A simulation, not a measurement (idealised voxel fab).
process module | voxel spacer lines
cross-section cut | 275 nm wide | cells 5 nm
A cross-section is a grid of square cells, given in bands from the top down. A band is one or more rows of cells.
Each band's line starts with the height of the band's top and of its bottom, in nm. Then come its materials from left to right, each with its width in nm. One material with "throughout" fills the band from edge to edge. "air" is empty space.
Height 0 is the level under which the wafer as received is all one material. The lowest band goes on downwards, as in "0 down".
A width such as "30 to 40" changes by the same amount from each row of cells to the next, from the band's top row to its bottom row.
"no change" after a step means that no cell of the cross-section changed.
closed voids: empty space of 8 cells or more with no open way to the top, each as width x height at its distance from the left edge, in nm
after a step's settings: what the simulator itself notes on the step
overlay nm, on a step with a mask: how far to the right of its planned place the mask lay; to the left if negative
plan
1 op RECEIVE | material Si
2 op CONFORMAL_DEP | material Al2O3 | thk nm 5
3 op DIRECTIONAL_DEP | material polySi | thk nm 15
4 op DIRECTIONAL_DEP | material aC | thk nm 20
5 op PATTERN | tone cover | mask id MANDREL | material resist | width nm 15 | pitch nm 50 | thk nm 25 | overlay nm 0
6 op DIRECTIONAL_ETCH | etch materials aC | depth nm 20
7 op STRIP | etch materials resist
8 op CONFORMAL_DEP | material SiO2 | thk nm 10
9 op DIRECTIONAL_ETCH | etch materials SiO2 | depth nm 10
10 op STRIP | etch materials aC
11 op DIRECTIONAL_ETCH | etch materials polySi | depth nm 15
12 op STRIP | etch materials SiO2
as received, after step 1
  0 down: Si throughout
  closed voids: none
first wafer at the end, as planned
  20 to 5: air 95 | polySi 10 | air 15 | polySi 10 | air 15 | polySi 10 | air 15 | polySi 10 | air 95
  5 to 0: Al2O3 throughout
  0 down: Si throughout
  closed voids: none
second wafer at the end: like start, like plan, one mistake
  20 to 5: air 85 | polySi 10 | air 15 | polySi 10 | air 15 | polySi 10 | air 15 | polySi 10 | air 105
  5 to 0: Al2O3 throughout
  0 down: Si throughout
  closed voids: none
what went wrong: step 5 ran as: op PATTERN | tone cover | mask id MANDREL | material resist | width nm 15 | pitch nm 50 | thk nm 25 | overlay nm -10
at the end the second wafer has, in cells: as many of each material as the first, in other places
